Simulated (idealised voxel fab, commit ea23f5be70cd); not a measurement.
Herein follows the process module entitled voxel wiring stack.
We display cut, a cross-section 170 nm in width whose square cells are each 5 nm.
Format of a cross-section: grid, square cells. Given as bands. Order: top down. Band: one or more rows of cells. This entry defines a band. It first specifies the height of the band's top and the height of its bottom in nm, and then specifies the band's materials from left to right, stating each material with its width in nm. The word "full width" identifies a single material that fills the band from edge to edge, while the word "air" identifies empty space. A quick word on heights: they are counted from 0, and under that level the wafer as it came to us is one material throughout. The lowest band is different from the rest in having no bottom; it simply continues downward, written as in "0..down". It should be noted that a width expressed as "30->40" varies in equal increments from row to row of cells within the band, taking the value of the first number at the top row and that of the second number at the bottom row. What does "no alterations made" mean for a step? It means no cell of the cross-section changed in that step. Voids not open to the top, 8 cells minimum: see "closed voids". Written width x height at distance; distance is from the left edge; nm. Formally, on a step line, whatever follows the settings is a remark that the simulator itself makes on the step. When a step includes a mask, the "overlay nm" setting on its line states how far to the right of its planned place that mask lay, and negative values state how far to the left.
### Steps in the process plan
1: RECEIVE with material Si
2: CONFORMAL_DEP with material SiO2, thk nm 5
3: DIRECTIONAL_DEP with material TiN, thk nm 5
4: DIRECTIONAL_DEP with material Ru, thk nm 15
5: PATTERN with tone cover, mask id METAL_1, material resist, width nm 25, pitch nm 40, thk nm 15, overlay nm 0
6: DIRECTIONAL_ETCH with etch materials Ru, depth nm 15
7: DIRECTIONAL_ETCH with etch materials TiN, depth nm 5
8: STRIP with etch materials resist
9: CONFORMAL_DEP with material SiCN, thk nm 5
10: FILL_DEP with material lowk, thk nm 10
11: CMP with height nm 35
12: CONFORMAL_DEP with material SiCN, thk nm 5
13: DIRECTIONAL_DEP with material lowk, thk nm 10
14: PATTERN with tone open, mask id PLUG_1, material resist, width nm 15, thk nm 20, overlay nm 0
15: DIRECTIONAL_ETCH with etch materials lowk, depth nm 10
16: DIRECTIONAL_ETCH with etch materials SiCN, depth nm 5
17: STRIP with etch materials resist
18: CONFORMAL_DEP with material TiN, thk nm 5
19: FILL_DEP with material W, thk nm 10
20: CMP with height nm 50
21: DIRECTIONAL_DEP with material TiN, thk nm 5
22: DIRECTIONAL_DEP with material Ru, thk nm 25
23: DIRECTIONAL_DEP with material aC, thk nm 15
24: PATTERN with tone cover, mask id METAL_2, material resist, width nm 25, pitch nm 40, thk nm 30, overlay nm 0
25: DIRECTIONAL_ETCH with etch materials aC, depth nm 15
26: STRIP with etch materials resist
27: DIRECTIONAL_ETCH with etch materials Ru, depth nm 25
28: DIRECTIONAL_ETCH with etch materials TiN, depth nm 5
29: STRIP with etch materials aC
30: FILL_DEP with material lowk, thk nm 5
31: CMP with height nm 80
32: CONFORMAL_DEP with material SiCN, thk nm 5
33: DIRECTIONAL_DEP with material SiO2, thk nm 25
34: PATTERN with tone open, mask id METAL_3_HOLES, material resist, width nm 15, thk nm 15, overlay nm 0
35: DIRECTIONAL_ETCH with etch materials SiO2, depth nm 25
36: STRIP with etch materials resist
37: PATTERN with tone open, mask id METAL_3, material resist, width nm 25, pitch nm 40, thk nm 15, overlay nm 0
38: DIRECTIONAL_ETCH with etch materials SiO2, depth nm 15
39: DIRECTIONAL_ETCH with etch materials SiCN, depth nm 5
40: STRIP with etch materials resist
41: CONFORMAL_DEP with material TiN, thk nm 5
42: FILL_DEP with material Cu, thk nm 10
43: CMP with height nm 110
44: CONFORMAL_DEP with material SiN, thk nm 5
varied across the wafers: thk nm of step 2. The plan shows the first wafer's value. All wafers start alike
### This is how the first of several wafers looked in cross-section when it arrived, which is after step 1
  0..down | Si full width
  closed voids: none
### Cross-section, first of several wafers, end of module, after last step 44
  115..110 | SiN full width
  110..100 | SiO2=50; TiN=5; Cu=15; TiN=5; SiO2=15; TiN=5; Cu=15; TiN=5; SiO2=55
  100..95 | SiO2=50; TiN=5; Cu=5; TiN=15; SiO2=15; TiN=25; SiO2=55
  95..85 | SiO2=50; TiN=5; Cu=5; TiN=5; SiO2=105
  85..80 | SiCN=50; TiN=15; SiCN=105
  80..55 | lowk=50; Ru=25; lowk=15; Ru=25; lowk=55
  55..50 | lowk=50; TiN=25; lowk=15; TiN=25; lowk=55
  50..40 | lowk=50; TiN=5; W=5; TiN=5; lowk=105
  40..35 | SiCN=50; TiN=15; SiCN=105
  35..30 | lowk full width
  30..25 | lowk=45; SiCN=35; lowk=5; SiCN=35; lowk=50
  25..10 | lowk=45; SiCN=5; Ru=25; SiCN=5; lowk=5; SiCN=5; Ru=25; SiCN=5; lowk=50
  10..5 | SiCN=50; TiN=25; SiCN=15; TiN=25; SiCN=55
  5..0 | SiO2 full width
  0..down | Si full width
  closed voids: none
### Showing the last wafer in cross-section at the end of the module
  115..110 | SiN full width
  110..100 | SiO2=50; TiN=5; Cu=15; TiN=5; SiO2=15; TiN=5; Cu=15; TiN=5; SiO2=55
  100..95 | SiO2=50; TiN=5; Cu=5; TiN=15; SiO2=15; TiN=25; SiO2=55
  95..85 | SiO2=50; TiN=5; Cu=5; TiN=5; SiO2=105
  85..80 | SiCN=50; TiN=15; SiCN=105
  80..55 | lowk=50; Ru=25; lowk=15; Ru=25; lowk=55
  55..50 | lowk=50; TiN=25; lowk=15; TiN=25; lowk=55
  50..40 | lowk=50; TiN=5; W=5; TiN=5; lowk=105
  40..35 | SiCN=50; TiN=15; SiCN=105
  35..30 | SiCN=50; TiN=25; SiCN=15; TiN=25; SiCN=55
  30..0 | SiO2 full width
  0..down | Si full width
  closed voids: none
### Table: wafers, a row each; end-of-module cell change per material since receipt, gain (+), loss (-); then closed voids
thk nm 5; +15 Cu; +80 Ru; +112 SiCN; +34 SiN; +168 SiO2; +51 TiN; +2 W; +320 lowk; closed voids: none
thk nm 10; +15 Cu; +80 Ru; +112 SiCN; +34 SiN; +202 SiO2; +51 TiN; +2 W; +286 lowk; closed voids: none
thk nm 15; +15 Cu; +80 Ru; +98 SiCN; +34 SiN; +236 SiO2; +51 TiN; +2 W; +266 lowk; closed voids: none
thk nm 20; +15 Cu; +70 Ru; +94 SiCN; +34 SiN; +270 SiO2; +51 TiN; +2 W; +246 lowk; closed voids: none
thk nm 25; +15 Cu; +60 Ru; +90 SiCN; +34 SiN; +304 SiO2; +51 TiN; +2 W; +226 lowk; closed voids: none
thk nm 30; +15 Cu; +50 Ru; +86 SiCN; +34 SiN; +338 SiO2; +51 TiN; +2 W; +206 lowk; closed voids: none
